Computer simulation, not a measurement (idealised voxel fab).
Presented below is a process module, voxel ribs on slabs.
Section shown: cut. Width: 160 nm. Cell size: 5 nm, square.
This document writes a cross-section as a grid whose cells are square, and gives it as bands, listed from the top down; one or more rows of cells form a band.
The entry gives the band's vertical extent as a top height and a bottom height in nm, then its horizontal make-up as materials from left to right, each with a width in nm. "air" stands for empty space; a single material marked "full width" fills the band edge to edge.
We count height from 0. Below that, the starting wafer is all one material. The lowest band never ends at the bottom but goes on down; see "from 0 down" for how that is written.
Width: "30->40" (first number = top row, second number = bottom row, same change from row to row of cells).
For the purposes of this document, the phrase "no modification" attached to a step denotes that no cell within the cross-section was modified by that step.
Listed closed voids: empty space of 8 cells or more with no open way to the top, each as width x height at its distance from the left edge, in nm
If you see something after the settings on a step's line, that's the simulator's own remark about that step.
A step line may carry the setting "overlay nm", which, for steps involving a mask, states the distance by which the mask lay to the right of its intended position; negative values denote displacement to the left.

## The following list gives the planned process steps
step 1: RECEIVE (material Si)
step 2: DIRECTIONAL_DEP (material SiO2; thk nm 30)
step 3: DIRECTIONAL_DEP (material SiN; thk nm 25)
step 4: PATTERN (tone cover; mask id RIB; material resist; width nm 15; thk nm 15; overlay nm 0)
step 5: DIRECTIONAL_ETCH (etch materials SiN; depth nm 10)
step 6: STRIP (etch materials resist)
step 7: PATTERN (tone cover; mask id SLAB; material resist; width nm 55; thk nm 20; overlay nm 0)
step 8: DIRECTIONAL_ETCH (etch materials SiN; depth nm 15)
step 9: STRIP (etch materials resist)
step 10: FILL_DEP (material SiO2; thk nm 25)
step 11: CMP (height nm 70)
step 12: DIRECTIONAL_DEP (material TiN; thk nm 10)
step 13: MASKED_ETCH (tone cover; mask id HEATER; width nm 25; etch materials TiN; depth nm 10; overlay nm 0)
step 14: CONFORMAL_DEP (material SiN; thk nm 10)

## Cross-section: wafer on arrival = after step 1
	from 0 down: Si full width
	Listed closed voids: none

## Cross-sectional image of the first of two wafers at the end of the module, the run having proceeded as planned
	from 90 to 80: air: 55 / SiN: 45 / air: 60
	from 80 to 70: SiN: 65 / TiN: 25 / SiN: 70
	from 70 to 55: SiO2 full width
	from 55 to 45: SiO2: 70 / SiN: 15 / SiO2: 75
	from 45 to 30: SiO2: 50 / SiN: 55 / SiO2: 55
	from 30 to 0: SiO2 full width
	from 0 down: Si full width
	Listed closed voids: none

## Second of two wafers, module complete, sectioned: it shares the first wafer's start and plan but was run with one mistake
	from 90 to 80: air: 55 / SiN: 45 / air: 60
	from 80 to 70: SiN: 65 / TiN: 25 / SiN: 70
	from 70 to 55: SiO2 full width
	from 55 to 45: SiO2: 50 / SiN: 20 / SiO2: 15 / SiN: 20 / SiO2: 55
	from 45 to 40: SiO2: 50 / SiN: 55 / SiO2: 55
	from 40 to 30: SiN full width
	from 30 to 0: SiO2 full width
	from 0 down: Si full width
	Listed closed voids: none
Diagnosis: off-plan run, step 4, actual operation and settings PATTERN (tone open; mask id RIB; material resist; width nm 15; thk nm 15; overlay nm 0)
Materials where the second wafer ends with more or fewer cells than the first: +52 SiN, -52 SiO2
